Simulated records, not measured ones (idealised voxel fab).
Process module name: voxel fin reveal
Xsec cut, 290 nm wide, square cell size 5 nm.
Bands, listed from the top down, are how a cross-section gets written in this document; the cross-section itself is a grid of square cells, and a band is one or more rows of them.
A band entry consists of two parts. The first gives the height of the band's top and the height of its bottom, in nm. The rest lists the band's materials from left to right, each with its width in nm. A single material labelled with the word "full width" fills the band from edge to edge, and the word "blank" marks empty space.
Heights are reckoned from 0. Under this level, the received wafer is all of one material. The bottommost band is open-ended downward, for example "top 0, no bottom".
The width entry "30 to 40" should be interpreted row by row: the top row of cells in the band takes the first number, the bottom row takes the second number, and the change between adjacent rows is uniform throughout.
"nothing changed" means the step left every cell of the cross-section as it was.
Heads up: "Listed closed voids" only lists the empty pockets with no open path to the top that are 8 cells or more, and it writes them as width x height at distance, distance from the left edge, in nm.
On a step's line, text after the settings is the simulator commenting on that step.
Among the settings permitted on a step's line is "overlay nm"; applied to a step with a mask, it specifies the extent to which the mask lay to the right of its planned position, whereas a negative figure signifies a position to the left.

## Steps in the process plan
| 1 | RECEIVE | material Si |
| 2 | CONFORMAL_DEP | material SiN | thk nm 5 |
| 3 | DIRECTIONAL_DEP | material aC | thk nm 15 |
| 4 | PATTERN | tone cover | mask id FINS | material resist | width nm 15 | pitch nm 35 | thk nm 30 | overlay nm 0 |
| 5 | DIRECTIONAL_ETCH | etch materials aC | depth nm 15 |
| 6 | STRIP | etch materials resist |
| 7 | DIRECTIONAL_ETCH | etch materials SiN | depth nm 5 |
| 8 | DIRECTIONAL_ETCH | etch materials Si | depth nm 35 |
| 9 | STRIP | etch materials aC |
| 10 | OXIDIZE | depth nm 5 |
| 11 | FILL_DEP | material SiO2 | thk nm 15 |
| 12 | CMP | height nm 5 |
| 13 | SELECTIVE_ETCH | etch materials SiO2 | depth nm 25 |
| 14 | STRIP | etch materials SiN |
| 15 | CONFORMAL_DEP | material SiO2 | thk nm 5 |

## Received-state cross-section, reflecting completion of step 1
- top 0, no bottom: Si full width
- Listed closed voids: none

## This is how the wafer looks in cross-section once the module is done, given the starting state and plan above and one mistake in carrying the plan out
- top 5, bottom 0: blank 85  SiO2 15  blank 20  SiO2 15  blank 20  SiO2 15  blank 20  SiO2 15  blank 85
- top 0, bottom -15: blank 85  SiO2 5  Si 5  SiO2 5  blank 20  SiO2 5  Si 5  SiO2 5  blank 20  SiO2 5  Si 5  SiO2 5  blank 20  SiO2 5  Si 5  SiO2 5  blank 85
- top -15, bottom -20: SiO2 65  blank 20  SiO2 5  Si 5  SiO2 5  blank 20  SiO2 5  Si 5  SiO2 5  blank 20  SiO2 5  Si 5  SiO2 5  blank 20  SiO2 5  Si 5  SiO2 5  blank 20  SiO2 65
- top -20, bottom -40: SiO2 90  Si 5  SiO2 30  Si 5  SiO2 30  Si 5  SiO2 30  Si 5  SiO2 90
- top -40, no bottom: Si full width
- Listed closed voids: none
What went wrong in running the wafer? steps 13 and 14 of the plan were run in the wrong order, each in the other's place
